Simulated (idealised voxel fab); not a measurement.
The document below concerns the process module designated voxel ribs on slabs.
This is section cut - it's 270 nm across, gridded in 5 nm square cells.
In what follows, cross-sections appear as grids of square cells, described through bands that run from the top down, where every band is one or more rows of cells.
Each band's line starts with the height of the band's top and of its bottom, in nm. Then come its materials from left to right, each with its width in nm. One material with "throughout" fills the band from edge to edge. "air" is empty space.
Ref level 0: as-received wafer is one material below here. Bottom band extends down with no lower bound ("0 down").
Graded width ("30 to 40"): value in top row of band = first number; value in bottom row = second number; row-to-row change constant.
For the purposes of this document, the phrase "all unchanged" attached to a step denotes that no cell within the cross-section was modified by that step.
In "Cavities, sealed" the enclosed voids are listed, meaning empty spaces of 8 cells or larger without any opening to the top. The form is width x height at distance, distance from the left edge, units nm.
Heads up: the bit after the settings on a step's line is the simulator's remark on that step.
overlay nm: for a step with a mask, the amount by which the mask lay right of where it was planned; a negative amount means left of it.
## The process steps that were planned are listed below
1) RECEIVE,material Si
2) DIRECTIONAL_DEP,material SiO2,thk nm 20
3) DIRECTIONAL_DEP,material SiN,thk nm 15
4) MASKED_ETCH,tone cover,mask id RIB,width nm 15,etch materials SiN,depth nm 5,overlay nm 0
5) DIRECTIONAL_DEP,material aC,thk nm 10
6) PATTERN,tone cover,mask id SLAB,material resist,width nm 55,thk nm 30,overlay nm 0
7) DIRECTIONAL_ETCH,etch materials aC,depth nm 10
8) STRIP,etch materials resist
9) DIRECTIONAL_ETCH,etch materials SiN,depth nm 10
10) STRIP,etch materials aC
11) FILL_DEP,material SiO2,thk nm 20
12) CMP,height nm 50
13) DIRECTIONAL_DEP,material W,thk nm 5
14) PATTERN,tone cover,mask id HEATER,material resist,width nm 25,thk nm 20,overlay nm 0
15) DIRECTIONAL_ETCH,etch materials W,depth nm 5
16) STRIP,etch materials resist
17) CONFORMAL_DEP,material SiO2,thk nm 10
The wafers are alike at the start. At step 6, their width nm differs. The plan lists the first wafer's value.
## The first of several wafers as received, shown in cross-section; this is its state after step 1
	0 down: Si throughout
	Cavities, sealed: none
## First of several wafers, sectioned at end of module (last step: step 17)
	65 to 60: air (110), then SiO2 (45), then air (115)
	60 to 55: SiO2 throughout
	55 to 50: SiO2 (120), then W (25), then SiO2 (125)
	50 to 35: SiO2 throughout
	35 to 30: SiO2 (125), then SiN (15), then SiO2 (130)
	30 to 20: SiO2 (105), then SiN (55), then SiO2 (110)
	20 to 0: SiO2 throughout
	0 down: Si throughout
	Cavities, sealed: none
## Final wafer of several, shown in cross-section at the end of the module
	65 to 60: air (110), then SiO2 (45), then air (115)
	60 to 55: SiO2 throughout
	55 to 50: SiO2 (120), then W (25), then SiO2 (125)
	50 to 35: SiO2 throughout
	35 to 30: SiO2 (125), then SiN (15), then SiO2 (130)
	30 to 20: SiO2 (95), then SiN (80), then SiO2 (95)
	20 to 0: SiO2 throughout
	0 down: Si throughout
	Cavities, sealed: none
## Wafer rows, end of module: cells per material gained (+) or lost (-) since receipt; closed voids last
width nm 55; +25 SiN; +627 SiO2; +5 W; Cavities, sealed: none
width nm 60; +27 SiN; +625 SiO2; +5 W; Cavities, sealed: none
width nm 65; +29 SiN; +623 SiO2; +5 W; Cavities, sealed: none
width nm 70; +31 SiN; +621 SiO2; +5 W; Cavities, sealed: none
width nm 75; +33 SiN; +619 SiO2; +5 W; Cavities, sealed: none
width nm 80; +35 SiN; +617 SiO2; +5 W; Cavities, sealed: none
